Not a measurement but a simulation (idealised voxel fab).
Name of the process module below: voxel capacitor over wiring
It is cross-section cut that appears here, measuring 235 nm in width, its square cells being 5 nm in size.
Throughout this document, each cross-section is represented as a grid of square cells and is presented as a sequence of bands enumerated from the top downward, where a band comprises one or more rows of cells. The entry gives the band's vertical extent as a top height and a bottom height in nm, then its horizontal make-up as materials from left to right, each with a width in nm. "air" stands for empty space; a single material marked "edge to edge" fills the band edge to edge. Below 0: as-received wafer, all one material; heights counted from there. Lowest band: no bottom, goes on down, written "0..down". The two numbers in a width such as "30 to 40" mark its ends across the band: the first belongs to the top row of cells, the second to the bottom row, and from each row to the next the width moves by the same amount. Step marked "nothing was modified"? Then no cell in the cross-section changed in it. In the "Closed void entries" entry, you get each enclosed empty space of 8 cells or more, one with no open way to the top, written width x height at distance, distance from the left edge, in nm. If you see something after the settings on a step's line, that's the simulator's own remark about that step. overlay nm: mask offset rightward from planned place, masked step; negative means leftward offset. What follows is a series of pairs. Each pair shows a cross-section before one process step and the cross-section after it, and the after view is drawn only down to the lowest band that changed. Beneath each pair is the step that lies between the two, with its settings. Pairs may come from different runs of this module on the same starting wafer, so a pair continues from the one above it only where its entry headed "Before the process" says so.
Before the process:
  55..45: lowk edge to edge
  45..40: SiCN edge to edge
  40..15: lowk edge to edge
  15..10: TiN edge to edge
  10..0: SiO2 edge to edge
  0..down: Si edge to edge
  Closed void entries: none
After:
  65..55: aC edge to edge
  Lower than 55, everything is as it was.
  Closed void entries: none
What is the step between the two cross-sections above? DIRECTIONAL_DEP,material aC,thk nm 10
Before the process: see preceding pair, after cross-section.
After:
  90..65: 70 nm resist / 15 nm air / 150 nm resist
  Lower than 65, everything is as it was.
  Closed void entries: none
What is the step between the two cross-sections above? PATTERN,tone open,mask id PLUG_1,material resist,width nm 15,thk nm 25,overlay nm 0
Before the process: see preceding pair, after cross-section.
After:
  80..65: 70 nm resist / 15 nm air / 150 nm resist
  65..55: 70 nm aC / 15 nm air / 150 nm aC
  Lower than 55, everything is as it was.
  Closed void entries: none
What is the step between the two cross-sections above? DIRECTIONAL_ETCH,etch materials aC,depth nm 10
Before the process: see preceding pair, after cross-section.
After:
  65..55: 70 nm aC / 15 nm air / 150 nm aC
  Lower than 55, everything is as it was.
  Closed void entries: none
What is the step between the two cross-sections above? STRIP,etch materials resist
Before the process: see preceding pair, after cross-section.
After:
  65..55: 70 nm aC / 15 nm air / 150 nm aC
  55..45: 70 nm lowk / 15 nm air / 150 nm lowk
  Lower than 45, everything is as it was.
  Closed void entries: none
What is the step between the two cross-sections above? DIRECTIONAL_ETCH,etch materials lowk,depth nm 10
Before the process: see preceding pair, after cross-section.
After:
  65..55: 70 nm aC / 15 nm air / 150 nm aC
  55..45: 70 nm lowk / 15 nm air / 150 nm lowk
  45..40: 70 nm SiCN / 15 nm air / 150 nm SiCN
  Lower than 40, everything is as it was.
  Closed void entries: none
What is the step between the two cross-sections above? DIRECTIONAL_ETCH,etch materials SiCN,depth nm 5
Before the process: see preceding pair, after cross-section.
After:
  55..45: 70 nm lowk / 15 nm air / 150 nm lowk
  Lower than 45, everything is as it was.
  Closed void entries: none
What is the step between the two cross-sections above? STRIP,etch materials aC
Before the process: see preceding pair, after cross-section.
After:
  65..55: 70 nm TiN / 15 nm air / 150 nm TiN
  55..50: 70 nm lowk / 15 nm air / 150 nm lowk
  50..45: 70 nm lowk / 15 nm TiN / 150 nm lowk
  45..40: 70 nm SiCN / 15 nm TiN / 150 nm SiCN
  Lower than 40, everything is as it was.
  Closed void entries: none
What is the step between the two cross-sections above? DIRECTIONAL_DEP,material TiN,thk nm 10
Before the process: see preceding pair, after cross-section.
After:
  70..65: 70 nm Al2O3 / 15 nm air / 150 nm Al2O3
  65..55: 70 nm TiN / 15 nm air / 150 nm TiN
  55..50: 70 nm lowk / 15 nm Al2O3 / 150 nm lowk
  Lower than 50, everything is as it was.
  Closed void entries: none
What is the step between the two cross-sections above? DIRECTIONAL_DEP,material Al2O3,thk nm 5
Before the process: see preceding pair, after cross-section.
After:
  80..70: 70 nm TiN / 15 nm air / 150 nm TiN
  70..65: 70 nm Al2O3 / 15 nm air / 150 nm Al2O3
  65..55: TiN edge to edge
  Lower than 55, everything is as it was.
  Closed void entries: none
What is the step between the two cross-sections above? DIRECTIONAL_DEP,material TiN,thk nm 10
Before the process: see preceding pair, after cross-section.
After:
  100..80: 70 nm air / 65 nm resist / 100 nm air
  80..70: 70 nm TiN / 15 nm resist / 150 nm TiN
  70..65: 70 nm Al2O3 / 15 nm resist / 150 nm Al2O3
  Lower than 65, everything is as it was.
  Closed void entries: none
What is the step between the two cross-sections above? PATTERN,tone cover,mask id UPPER_PLATE,material resist,width nm 65,thk nm 20,overlay nm 0
Before the process: see preceding pair, after cross-section.
After:
  100..80: 70 nm air / 65 nm resist / 100 nm air
  80..70: 70 nm air / 15 nm resist / 50 nm TiN / 100 nm air
  Lower than 70, everything is as it was.
  Closed void entries: none
What is the step between the two cross-sections above? DIRECTIONAL_ETCH,etch materials TiN,depth nm 10
Before the process: see preceding pair, after cross-section.
After:
  100..80: 70 nm air / 65 nm resist / 100 nm air
  80..70: 70 nm air / 15 nm resist / 50 nm TiN / 100 nm air
  70..65: 70 nm air / 15 nm resist / 50 nm Al2O3 / 100 nm air
  Lower than 65, everything is as it was.
  Closed void entries: none
What is the step between the two cross-sections above? DIRECTIONAL_ETCH,etch materials Al2O3,depth nm 5
Before the process: see preceding pair, after cross-section.
After:
  80..70: 85 nm air / 50 nm TiN / 100 nm air
  70..65: 85 nm air / 50 nm Al2O3 / 100 nm air
  Lower than 65, everything is as it was.
  Closed void entries: none
What is the step between the two cross-sections above? STRIP,etch materials resist
Before the process: see preceding pair, after cross-section.
After:
  95..80: 85 nm air / 50 nm aC / 100 nm air
  80..70: 85 nm aC / 50 nm TiN / 100 nm aC
  70..65: 85 nm aC / 50 nm Al2O3 / 100 nm aC
  Lower than 65, everything is as it was.
  Closed void entries: none
What is the step between the two cross-sections above? DIRECTIONAL_DEP,material aC,thk nm 15
Before the process: see preceding pair, after cross-section.
After:
  130..95: 65 nm air / 75 nm resist / 95 nm air
  95..80: 65 nm air / 20 nm resist / 50 nm aC / 5 nm resist / 95 nm air
  Lower than 80, everything is as it was.
  Closed void entries: none
What is the step between the two cross-sections above? PATTERN,tone cover,mask id LOWER_PLATE,material resist,width nm 75,thk nm 35,overlay nm 0
Before the process: see preceding pair, after cross-section.
After:
  115..95: 65 nm air / 75 nm resist / 95 nm air
  95..80: 65 nm air / 20 nm resist / 50 nm aC / 5 nm resist / 95 nm air
  80..70: 65 nm air / 20 nm aC / 50 nm TiN / 5 nm aC / 95 nm air
  70..65: 65 nm air / 20 nm aC / 50 nm Al2O3 / 5 nm aC / 95 nm air
  Lower than 65, everything is as it was.
  Closed void entries: none
What is the step between the two cross-sections above? DIRECTIONAL_ETCH,etch materials aC,depth nm 15
Before the process: see preceding pair, after cross-section.
After:
  95..80: 85 nm air / 50 nm aC / 100 nm air
  Lower than 80, everything is as it was.
  Closed void entries: none
What is the step between the two cross-sections above? STRIP,etch materials resist
Before the process: see preceding pair, after cross-section.
After:
  95..80: 85 nm air / 50 nm aC / 100 nm air
  80..70: 65 nm air / 20 nm aC / 50 nm TiN / 5 nm aC / 95 nm air
  70..65: 65 nm air / 20 nm aC / 50 nm Al2O3 / 5 nm aC / 95 nm air
  65..55: 65 nm air / 75 nm TiN / 95 nm air
  Lower than 55, everything is as it was.
  Closed void entries: none
What is the step between the two cross-sections above? DIRECTIONAL_ETCH,etch materials TiN,depth nm 10
Before the process: see preceding pair, after cross-section.
After:
  80..70: 85 nm air / 50 nm TiN / 100 nm air
  70..65: 85 nm air / 50 nm Al2O3 / 100 nm air
  Lower than 65, everything is as it was.
  Closed void entries: none
What is the step between the two cross-sections above? STRIP,etch materials aC
Before the process: see preceding pair, after cross-section.
After:
  95..80: SiO2 edge to edge
  80..70: 85 nm SiO2 / 50 nm TiN / 100 nm SiO2
  70..65: 85 nm SiO2 / 50 nm Al2O3 / 100 nm SiO2
  65..55: 65 nm SiO2 / 75 nm TiN / 95 nm SiO2
  Lower than 55, everything is as it was.
  Closed void entries: none
What is the step between the two cross-sections above? FILL_DEP,material SiO2,thk nm 15
Before the process: see preceding pair, after cross-section.
After:
  90..80: SiO2 edge to edge
  Lower than 80, everything is as it was.
  Closed void entries: none
What is the step between the two cross-sections above? CMP,height nm 90
Before the process: see preceding pair, after cross-section.
After:
  90..80: 80 nm SiO2 / 15 nm air / 140 nm SiO2
  Lower than 80, everything is as it was.
  Closed void entries: none
What is the step between the two cross-sections above? MASKED_ETCH,tone open,mask id PLUG_2,width nm 15,etch materials SiO2,depth nm 10,overlay nm 0
Before the process: see preceding pair, after cross-section.
After:
  95..90: 85 nm TiN / 5 nm air / 145 nm TiN
  90..85: 80 nm SiO2 / 5 nm TiN / 5 nm air / 5 nm TiN / 140 nm SiO2
  85..80: 80 nm SiO2 / 15 nm TiN / 140 nm SiO2
  Lower than 80, everything is as it was.
  Closed void entries: none
What is the step between the two cross-sections above? CONFORMAL_DEP,material TiN,thk nm 5
Before the process: see preceding pair, after cross-section.
After:
  100..95: W edge to edge
  95..90: 85 nm TiN / 5 nm W / 145 nm TiN
  90..85: 80 nm SiO2 / 5 nm TiN / 5 nm W / 5 nm TiN / 140 nm SiO2
  Lower than 85, everything is as it was.
  Closed void entries: none
What is the step between the two cross-sections above? FILL_DEP,material W,thk nm 5
Before the process: see preceding pair, after cross-section.
After:
  90..85: 80 nm SiO2 / 5 nm TiN / 5 nm W / 5 nm TiN / 140 nm SiO2
  Lower than 85, everything is as it was.
  Closed void entries: none
What is the step between the two cross-sections above? CMP,height nm 90
Before the process: see preceding pair, after cross-section.
After:
  95..90: SiCN edge to edge
  Lower than 90, everything is as it was.
  Closed void entries: none
What is the step between the two cross-sections above? CONFORMAL_DEP,material SiCN,thk nm 5
Before the process:
  65..55: aC edge to edge
  55..45: lowk edge to edge
  45..40: SiCN edge to edge
  40..15: 50 nm SiO2 / 5 nm SiN / 30 nm Ru / 5 nm SiN / 50 nm SiO2 / 5 nm SiN / 30 nm Ru / 5 nm SiN / 55 nm SiO2
  15..10: 55 nm SiN / 30 nm TiN / 60 nm SiN / 30 nm TiN / 60 nm SiN
  10..0: SiO2 edge to edge
  0..down: Si edge to edge
  Closed void entries: none
After:
  90..65: 70 nm air / 15 nm resist / 150 nm air
  Lower than 65, everything is as it was.
  Closed void entries: none
What is the step between the two cross-sections above? PATTERN,tone cover,mask id PLUG_1,material resist,width nm 15,thk nm 25,overlay nm 0
Before the process: see preceding pair, after cross-section.
After:
  80..65: 70 nm air / 15 nm resist / 150 nm air
  65..55: 70 nm air / 15 nm aC / 150 nm air
  Lower than 55, everything is as it was.
  Closed void entries: none
What is the step between the two cross-sections above? DIRECTIONAL_ETCH,etch materials aC,depth nm 10
Before the process: see preceding pair, after cross-section.
After:
  65..55: 70 nm air / 15 nm aC / 150 nm air
  Lower than 55, everything is as it was.
  Closed void entries: none
What is the step between the two cross-sections above? STRIP,etch materials resist
Before the process: see preceding pair, after cross-section.
After:
  65..55: 70 nm air / 15 nm aC / 150 nm air
  55..45: 70 nm air / 15 nm lowk / 150 nm air
  Lower than 45, everything is as it was.
  Closed void entries: none
What is the step between the two cross-sections above? DIRECTIONAL_ETCH,etch materials lowk,depth nm 10
Before the process: see preceding pair, after cross-section.
After:
  65..55: 70 nm air / 15 nm aC / 150 nm air
  55..45: 70 nm air / 15 nm lowk / 150 nm air
  45..40: 70 nm air / 15 nm SiCN / 150 nm air
  Lower than 40, everything is as it was.
  Closed void entries: none
What is the step between the two cross-sections above? DIRECTIONAL_ETCH,etch materials SiCN,depth nm 5
Before the process: see preceding pair, after cross-section.
After:
  55..45: 70 nm air / 15 nm lowk / 150 nm air
  Lower than 45, everything is as it was.
  Closed void entries: none
What is the step between the two cross-sections above? STRIP,etch materials aC
Before the process: see preceding pair, after cross-section.
After:
  55..50: 70 nm air / 15 nm lowk / 150 nm air
  50..45: 45 nm air / 25 nm Ru / 15 nm lowk / 50 nm air / 50 nm Ru / 50 nm air
  45..40: 45 nm air / 25 nm Ru / 15 nm SiCN / 50 nm air / 50 nm Ru / 50 nm air
  Lower than 40, everything is as it was.
  Closed void entries: none
What is the step between the two cross-sections above? EPI,material Ru,thk nm 10
Before the process: see preceding pair, after cross-section.
After:
  55..45: 40 nm air / 30 nm Ru / 15 nm lowk / 45 nm air / 60 nm Ru / 45 nm air
  45..40: 40 nm air / 30 nm Ru / 15 nm SiCN / 45 nm air / 60 nm Ru / 45 nm air
  Lower than 40, everything is as it was.
  Closed void entries: none
What is the step between the two cross-sections above? EPI,material Ru,thk nm 5
Before the process: see preceding pair, after cross-section.
After:
  65..55: 40 nm air / 45 nm TiN / 45 nm air / 60 nm TiN / 45 nm air
  55..50: 40 nm air / 30 nm Ru / 15 nm lowk / 45 nm air / 60 nm Ru / 45 nm air
  50..45: 40 nm TiN / 30 nm Ru / 15 nm lowk / 45 nm TiN / 60 nm Ru / 45 nm TiN
  45..40: 40 nm TiN / 30 nm Ru / 15 nm SiCN / 45 nm TiN / 60 nm Ru / 45 nm TiN
  Lower than 40, everything is as it was.
  Closed void entries: none
What is the step between the two cross-sections above? DIRECTIONAL_DEP,material TiN,thk nm 10
Before the process: see preceding pair, after cross-section.
After:
  70..65: 40 nm air / 45 nm Al2O3 / 45 nm air / 60 nm Al2O3 / 45 nm air
  65..55: 40 nm air / 45 nm TiN / 45 nm air / 60 nm TiN / 45 nm air
  55..50: 40 nm Al2O3 / 30 nm Ru / 15 nm lowk / 45 nm Al2O3 / 60 nm Ru / 45 nm Al2O3
  Lower than 50, everything is as it was.
  Closed void entries: none
What is the step between the two cross-sections above? DIRECTIONAL_DEP,material Al2O3,thk nm 5
Before the process: see preceding pair, after cross-section.
After:
  80..70: 40 nm air / 45 nm TiN / 45 nm air / 60 nm TiN / 45 nm air
  70..65: 40 nm air / 45 nm Al2O3 / 45 nm air / 60 nm Al2O3 / 45 nm air
  65..55: TiN edge to edge
  Lower than 55, everything is as it was.
  Closed void entries: none
What is the step between the two cross-sections above? DIRECTIONAL_DEP,material TiN,thk nm 10
Before the process: see preceding pair, after cross-section.
After:
  100..80: 70 nm air / 65 nm resist / 100 nm air
  80..70: 40 nm air / 45 nm TiN / 45 nm resist / 60 nm TiN / 45 nm air
  70..65: 40 nm air / 45 nm Al2O3 / 45 nm resist / 60 nm Al2O3 / 45 nm air
  Lower than 65, everything is as it was.
  Closed void entries: none
What is the step between the two cross-sections above? PATTERN,tone cover,mask id UPPER_PLATE,material resist,width nm 65,thk nm 20,overlay nm 0
Before the process: see preceding pair, after cross-section.
After:
  100..80: 70 nm air / 65 nm resist / 100 nm air
  80..70: 70 nm air / 15 nm TiN / 45 nm resist / 5 nm TiN / 100 nm air
  70..65: 40 nm air / 45 nm Al2O3 / 45 nm resist / 60 nm Al2O3 / 45 nm air
  65..55: 40 nm air / 150 nm TiN / 45 nm air
  Lower than 55, everything is as it was.
  Closed void entries: none
What is the step between the two cross-sections above? DIRECTIONAL_ETCH,etch materials TiN,depth nm 10
Before the process: see preceding pair, after cross-section.
After:
  100..80: 70 nm air / 65 nm resist / 100 nm air
  80..70: 70 nm air / 15 nm TiN / 45 nm resist / 5 nm TiN / 100 nm air
  70..65: 70 nm air / 15 nm Al2O3 / 45 nm resist / 5 nm Al2O3 / 100 nm air
  65..55: 40 nm air / 150 nm TiN / 45 nm air
  55..50: 40 nm air / 30 nm Ru / 15 nm lowk / 45 nm Al2O3 / 60 nm Ru / 45 nm air
  Lower than 50, everything is as it was.
  Closed void entries: none
What is the step between the two cross-sections above? DIRECTIONAL_ETCH,etch materials Al2O3,depth nm 5
Before the process: see preceding pair, after cross-section.
After:
  80..70: 70 nm air / 15 nm TiN / 45 nm air / 5 nm TiN / 100 nm air
  70..65: 70 nm air / 15 nm Al2O3 / 45 nm air / 5 nm Al2O3 / 100 nm air
  Lower than 65, everything is as it was.
  Closed void entries: none
What is the step between the two cross-sections above? STRIP,etch materials resist
Before the process: see preceding pair, after cross-section.
After:
  95..80: 70 nm air / 15 nm aC / 45 nm air / 5 nm aC / 100 nm air
  80..70: 40 nm air / 30 nm aC / 15 nm TiN / 45 nm aC / 5 nm TiN / 55 nm aC / 45 nm air
  70..65: 40 nm air / 30 nm aC / 15 nm Al2O3 / 45 nm aC / 5 nm Al2O3 / 55 nm aC / 45 nm air
  65..55: 40 nm aC / 150 nm TiN / 45 nm aC
  55..50: 40 nm aC / 30 nm Ru / 15 nm lowk / 45 nm Al2O3 / 60 nm Ru / 45 nm aC
  Lower than 50, everything is as it was.
  Closed void entries: none
What is the step between the two cross-sections above? DIRECTIONAL_DEP,material aC,thk nm 15
Before the process: see preceding pair, after cross-section.
After:
  130..95: 65 nm air / 75 nm resist / 95 nm air
  95..80: 65 nm air / 5 nm resist / 15 nm aC / 45 nm resist / 5 nm aC / 5 nm resist / 95 nm air
  Lower than 80, everything is as it was.
  Closed void entries: none
What is the step between the two cross-sections above? PATTERN,tone cover,mask id LOWER_PLATE,material resist,width nm 75,thk nm 35,overlay nm 0
Before the process: see preceding pair, after cross-section.
After:
  115..95: 65 nm air / 75 nm resist / 95 nm air
  95..80: 65 nm air / 5 nm resist / 15 nm aC / 45 nm resist / 5 nm aC / 5 nm resist / 95 nm air
  80..70: 65 nm air / 5 nm aC / 15 nm TiN / 45 nm aC / 5 nm TiN / 5 nm aC / 95 nm air
  70..65: 65 nm air / 5 nm aC / 15 nm Al2O3 / 45 nm aC / 5 nm Al2O3 / 5 nm aC / 95 nm air
  65..55: 40 nm air / 150 nm TiN / 45 nm air
  55..50: 40 nm air / 30 nm Ru / 15 nm lowk / 45 nm Al2O3 / 60 nm Ru / 45 nm air
  Lower than 50, everything is as it was.
  Closed void entries: none
What is the step between the two cross-sections above? DIRECTIONAL_ETCH,etch materials aC,depth nm 15
Before the process: see preceding pair, after cross-section.
After:
  95..80: 70 nm air / 15 nm aC / 45 nm air / 5 nm aC / 100 nm air
  Lower than 80, everything is as it was.
  Closed void entries: none
What is the step between the two cross-sections above? STRIP,etch materials resist
Before the process: see preceding pair, after cross-section.
After:
  95..80: 70 nm air / 15 nm aC / 45 nm air / 5 nm aC / 100 nm air
  80..70: 65 nm air / 5 nm aC / 15 nm TiN / 45 nm aC / 5 nm TiN / 5 nm aC / 95 nm air
  70..65: 65 nm air / 5 nm aC / 15 nm Al2O3 / 45 nm aC / 5 nm Al2O3 / 5 nm aC / 95 nm air
  65..55: 65 nm air / 75 nm TiN / 95 nm air
  55..50: 40 nm air / 30 nm Ru / 15 nm lowk / 45 nm Al2O3 / 60 nm Ru / 45 nm air
  50..45: 40 nm air / 30 nm Ru / 15 nm lowk / 45 nm TiN / 60 nm Ru / 45 nm air
  45..40: 40 nm air / 30 nm Ru / 15 nm SiCN / 45 nm TiN / 60 nm Ru / 45 nm air
  Lower than 40, everything is as it was.
  Closed void entries: none
What is the step between the two cross-sections above? DIRECTIONAL_ETCH,etch materials TiN,depth nm 10
Before the process: see preceding pair, after cross-section.
After:
  80..70: 70 nm air / 15 nm TiN / 45 nm air / 5 nm TiN / 100 nm air
  70..65: 70 nm air / 15 nm Al2O3 / 45 nm air / 5 nm Al2O3 / 100 nm air
  Lower than 65, everything is as it was.
  Closed void entries: none
What is the step between the two cross-sections above? STRIP,etch materials aC
Before the process: see preceding pair, after cross-section.
After:
  95..80: SiO2 edge to edge
  80..70: 70 nm SiO2 / 15 nm TiN / 45 nm SiO2 / 5 nm TiN / 100 nm SiO2
  70..65: 70 nm SiO2 / 15 nm Al2O3 / 45 nm SiO2 / 5 nm Al2O3 / 100 nm SiO2
  65..55: 65 nm SiO2 / 75 nm TiN / 95 nm SiO2
  55..50: 40 nm SiO2 / 30 nm Ru / 15 nm lowk / 45 nm Al2O3 / 60 nm Ru / 45 nm SiO2
  50..45: 40 nm SiO2 / 30 nm Ru / 15 nm lowk / 45 nm TiN / 60 nm Ru / 45 nm SiO2
  45..40: 40 nm SiO2 / 30 nm Ru / 15 nm SiCN / 45 nm TiN / 60 nm Ru / 45 nm SiO2
  Lower than 40, everything is as it was.
  Closed void entries: none
What is the step between the two cross-sections above? FILL_DEP,material SiO2,thk nm 15
Before the process: see preceding pair, after cross-section.
After:
  90..80: SiO2 edge to edge
  Lower than 80, everything is as it was.
  Closed void entries: none
What is the step between the two cross-sections above? CMP,height nm 90
Before the process: see preceding pair, after cross-section.
After:
  90..80: 80 nm SiO2 / 15 nm air / 140 nm SiO2
  Lower than 80, everything is as it was.
  Closed void entries: none
What is the step between the two cross-sections above? MASKED_ETCH,tone open,mask id PLUG_2,width nm 15,etch materials SiO2,depth nm 10,overlay nm 0
Before the process: see preceding pair, after cross-section.
After:
  95..90: 85 nm TiN / 5 nm air / 145 nm TiN
  90..85: 80 nm SiO2 / 5 nm TiN / 5 nm air / 5 nm TiN / 140 nm SiO2
  85..80: 80 nm SiO2 / 15 nm TiN / 140 nm SiO2
  Lower than 80, everything is as it was.
  Closed void entries: none
What is the step between the two cross-sections above? CONFORMAL_DEP,material TiN,thk nm 5
Before the process: see preceding pair, after cross-section.
After:
  100..95: W edge to edge
  95..90: 85 nm TiN / 5 nm W / 145 nm TiN
  90..85: 80 nm SiO2 / 5 nm TiN / 5 nm W / 5 nm TiN / 140 nm SiO2
  Lower than 85, everything is as it was.
  Closed void entries: none
What is the step between the two cross-sections above? FILL_DEP,material W,thk nm 5
Before the process: see preceding pair, after cross-section.
After:
  90..85: 80 nm SiO2 / 5 nm TiN / 5 nm W / 5 nm TiN / 140 nm SiO2
  Lower than 85, everything is as it was.
  Closed void entries: none
What is the step between the two cross-sections above? CMP,height nm 90
Before the process: see preceding pair, after cross-section.
After:
  95..90: SiCN edge to edge
  Lower than 90, everything is as it was.
  Closed void entries: none
What is the step between the two cross-sections above? CONFORMAL_DEP,material SiCN,thk nm 5
